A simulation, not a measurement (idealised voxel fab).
process module | voxel ribs on slabs
cross-section cut | 290 nm wide | cells 5 nm
A cross-section is a grid of square cells, given in bands from the top down. A band is one or more rows of cells.
Each band's line starts with the height of the band's top and of its bottom, in nm. Then come its materials from left to right, each with its width in nm. One material with "throughout" fills the band from edge to edge. "air" is empty space.
Height 0 is the level under which the wafer as received is all one material. The lowest band goes on downwards, as in "0 down".
A width such as "30 to 40" changes by the same amount from each row of cells to the next, from the band's top row to its bottom row.
"no change" after a step means that no cell of the cross-section changed.
closed voids: empty space of 8 cells or more with no open way to the top, each as width x height at its distance from the left edge, in nm
after a step's settings: what the simulator itself notes on the step
overlay nm, on a step with a mask: how far to the right of its planned place the mask lay; to the left if negative
plan
1 op RECEIVE | material Si
2 op DIRECTIONAL_DEP | material SiO2 | thk nm 30
3 op DIRECTIONAL_DEP | material polySi | thk nm 10
4 op DIRECTIONAL_DEP | material aC | thk nm 15
5 op PATTERN | tone cover | mask id RIB | material resist | width nm 25 | thk nm 30 | overlay nm 0
6 op DIRECTIONAL_ETCH | etch materials aC | depth nm 15
7 op STRIP | etch materials resist
8 op DIRECTIONAL_ETCH | etch materials polySi | depth nm 10
9 op STRIP | etch materials aC
10 op MASKED_ETCH | tone cover | mask id SLAB | width nm 65 | etch materials polySi | depth nm 10 | overlay nm 0
11 op FILL_DEP | material SiO2 | thk nm 30
12 op CMP | height nm 70
13 op DIRECTIONAL_DEP | material W | thk nm 10
14 op DIRECTIONAL_DEP | material aC | thk nm 15
15 op PATTERN | tone cover | mask id HEATER | material resist | width nm 35 | thk nm 35 | overlay nm 0
16 op DIRECTIONAL_ETCH | etch materials aC | depth nm 15
17 op STRIP | etch materials resist
18 op DIRECTIONAL_ETCH | etch materials W | depth nm 10
19 op STRIP | etch materials aC
20 op CONFORMAL_DEP | material SiO2 | thk nm 10
varied across the wafers: thk nm of step 3. The plan shows the first wafer's value. All wafers start alike
first wafer as received, after step 1
  0 down: Si throughout
  closed voids: none
first wafer at the end, after step 20
  90 to 80: air 115 | SiO2 55 | air 120
  80 to 70: SiO2 125 | W 35 | SiO2 130
  70 to 40: SiO2 throughout
  40 to 30: SiO2 130 | polySi 25 | SiO2 135
  30 to 0: SiO2 throughout
  0 down: Si throughout
  closed voids: none
last wafer at the end
  90 to 80: air 115 | SiO2 55 | air 120
  80 to 70: SiO2 125 | W 35 | SiO2 130
  70 to 65: SiO2 throughout
  65 to 55: SiO2 130 | polySi 25 | SiO2 135
  55 to 45: SiO2 110 | polySi 65 | SiO2 115
  45 to 30: polySi throughout
  30 to 0: SiO2 throughout
  0 down: Si throughout
  closed voids: none
each wafer at the end: cells of each material gained (+) or lost (-) since it was received, then its closed voids
thk nm 10 | +926 SiO2 | +14 W | +10 polySi | closed voids: none
thk nm 15 | +913 SiO2 | +14 W | +23 polySi | closed voids: none
thk nm 20 | +900 SiO2 | +14 W | +36 polySi | closed voids: none
thk nm 25 | +842 SiO2 | +14 W | +94 polySi | closed voids: none
thk nm 30 | +784 SiO2 | +14 W | +152 polySi | closed voids: none
thk nm 35 | +726 SiO2 | +14 W | +210 polySi | closed voids: none
